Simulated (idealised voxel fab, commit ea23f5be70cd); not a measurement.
process module | voxel self aligned contacts
cross-section cut | 150 nm wide | cells 5 nm
A cross-section is a grid of square cells, given in bands from the top down. A band is one or more rows of cells.
Each band's line starts with the height of the band's top and of its bottom, in nm. Then come its materials from left to right, each with its width in nm. One material with "throughout" fills the band from edge to edge. "air" is empty space.
Height 0 is the level under which the wafer as received is all one material. The lowest band goes on downwards, as in "0 down".
A width such as "30 to 40" changes by the same amount from each row of cells to the next, from the band's top row to its bottom row.
"no change" after a step means that no cell of the cross-section changed.
closed voids: empty space of 8 cells or more with no open way to the top, each as width x height at its distance from the left edge, in nm
after a step's settings: what the simulator itself notes on the step
overlay nm, on a step with a mask: how far to the right of its planned place the mask lay; to the left if negative
Each pair below shows a cross-section before one step and the cross-section after it, down to the lowest band that changed. The line under each pair gives the step between them, with its settings. The pairs can come from different runs of this module on the same starting wafer, so a pair continues from the pair above only where its "before" says so.
before
  50 to 45: TiN 45 | air 55 | TiN 50
  45 to 40: SiO2 40 | TiN 25 | air 15 | TiN 25 | SiO2 45
  40 to 20: SiO2 5 | SiN 55 | TiN 5 | air 15 | TiN 5 | SiN 55 | SiO2 10
  20 to 0: SiO2 5 | SiN 10 | polySi 35 | SiN 10 | TiN 5 | air 15 | TiN 5 | SiN 10 | polySi 35 | SiN 10 | SiO2 10
  0 to -5: SiO2 60 | TiN 25 | SiO2 65
  -5 down: Si throughout
  closed voids: none
after
  60 to 50: polySi throughout
  50 to 45: TiN 45 | polySi 55 | TiN 50
  45 to 40: SiO2 40 | TiN 25 | polySi 15 | TiN 25 | SiO2 45
  40 to 20: SiO2 5 | SiN 55 | TiN 5 | polySi 15 | TiN 5 | SiN 55 | SiO2 10
  20 to 0: SiO2 5 | SiN 10 | polySi 35 | SiN 10 | TiN 5 | polySi 15 | TiN 5 | SiN 10 | polySi 35 | SiN 10 | SiO2 10
  below 0: unchanged
  closed voids: none
the step between: op FILL_DEP | material polySi | thk nm 10
before: the cross-section after the pair above
after
  45 to 40: SiO2 40 | TiN 25 | polySi 15 | TiN 25 | SiO2 45
  below 40: unchanged
  closed voids: none
the step between: op CMP | height nm 45
before: the cross-section after the pair above
after
  50 to 45: SiN throughout
  below 45: unchanged
  closed voids: none
the step between: op CONFORMAL_DEP | material SiN | thk nm 5
before
  40 to 20: SiN throughout
  20 to 0: polySi throughout
  0 to -5: SiO2 throughout
  -5 down: Si throughout
  closed voids: none
after
  40 to 20: SiN 15 | air 35 | SiN 45 | air 35 | SiN 20
  below 20: unchanged
  closed voids: none
the step between: op MASKED_ETCH | tone open | mask id GATE | width nm 35 | pitch nm 80 | etch materials SiN | depth nm 20 | overlay nm 0
before: the cross-section after the pair above
after
  50 to 30: SiN 25 | air 15 | SiN 65 | air 15 | SiN 30
  30 to 20: SiN throughout
  below 20: unchanged
  closed voids: none
the step between: op CONFORMAL_DEP | material SiN | thk nm 10
before: the cross-section after the pair above
after
  40 to 20: SiN 25 | air 15 | SiN 65 | air 15 | SiN 30
  below 20: unchanged
  closed voids: none
the step between: op DIRECTIONAL_ETCH | etch materials SiN | depth nm 10
before: the cross-section after the pair above
after
  50 to 40: SiO2 throughout
  40 to 20: SiN 25 | SiO2 15 | SiN 65 | SiO2 15 | SiN 30
  below 20: unchanged
  closed voids: none
the step between: op FILL_DEP | material SiO2 | thk nm 10
before: the cross-section after the pair above
after
  45 to 40: SiO2 throughout
  below 40: unchanged
  closed voids: none
the step between: op CMP | height nm 45
before: the cross-section after the pair above
after
  55 to 45: aC throughout
  below 45: unchanged
  closed voids: none
the step between: op DIRECTIONAL_DEP | material aC | thk nm 10
before: the cross-section after the pair above
after
  85 to 55: resist 40 | air 65 | resist 45
  below 55: unchanged
  closed voids: none
the step between: op PATTERN | tone open | mask id CONTACT | material resist | width nm 65 | thk nm 30 | overlay nm 0
before: the cross-section after the pair above
after
  75 to 55: resist 40 | air 65 | resist 45
  55 to 45: aC 40 | air 65 | aC 45
  below 45: unchanged
  closed voids: none
the step between: op DIRECTIONAL_ETCH | etch materials aC | depth nm 10
before: the cross-section after the pair above
after
  55 to 45: aC 40 | air 65 | aC 45
  below 45: unchanged
  closed voids: none
the step between: op STRIP | etch materials resist
before: the cross-section after the pair above
after
  55 to 45: aC 40 | air 65 | aC 45
  45 to 40: SiO2 40 | air 65 | SiO2 45
  below 40: unchanged
  closed voids: none
the step between: op DIRECTIONAL_ETCH | etch materials SiO2 | depth nm 50
before: the cross-section after the pair above
after
  45 to 40: SiO2 40 | air 65 | SiO2 45
  below 40: unchanged
  closed voids: none
the step between: op STRIP | etch materials aC
before: the cross-section after the pair above
after
  50 to 45: TiN 45 | air 55 | TiN 50
  45 to 40: SiO2 40 | TiN 65 | SiO2 45
  below 40: unchanged
  closed voids: none
the step between: op CONFORMAL_DEP | material TiN | thk nm 5
before: the cross-section after the pair above
after
  60 to 50: W throughout
  50 to 45: TiN 45 | W 55 | TiN 50
  below 45: unchanged
  closed voids: none
the step between: op FILL_DEP | material W | thk nm 10
before: the cross-section after the pair above
after
  45 to 40: SiO2 40 | TiN 65 | SiO2 45
  below 40: unchanged
  closed voids: none
the step between: op CMP | height nm 45
before: the cross-section after the pair above
after
  50 to 45: SiN throughout
  below 45: unchanged
  closed voids: none
the step between: op CONFORMAL_DEP | material SiN | thk nm 5
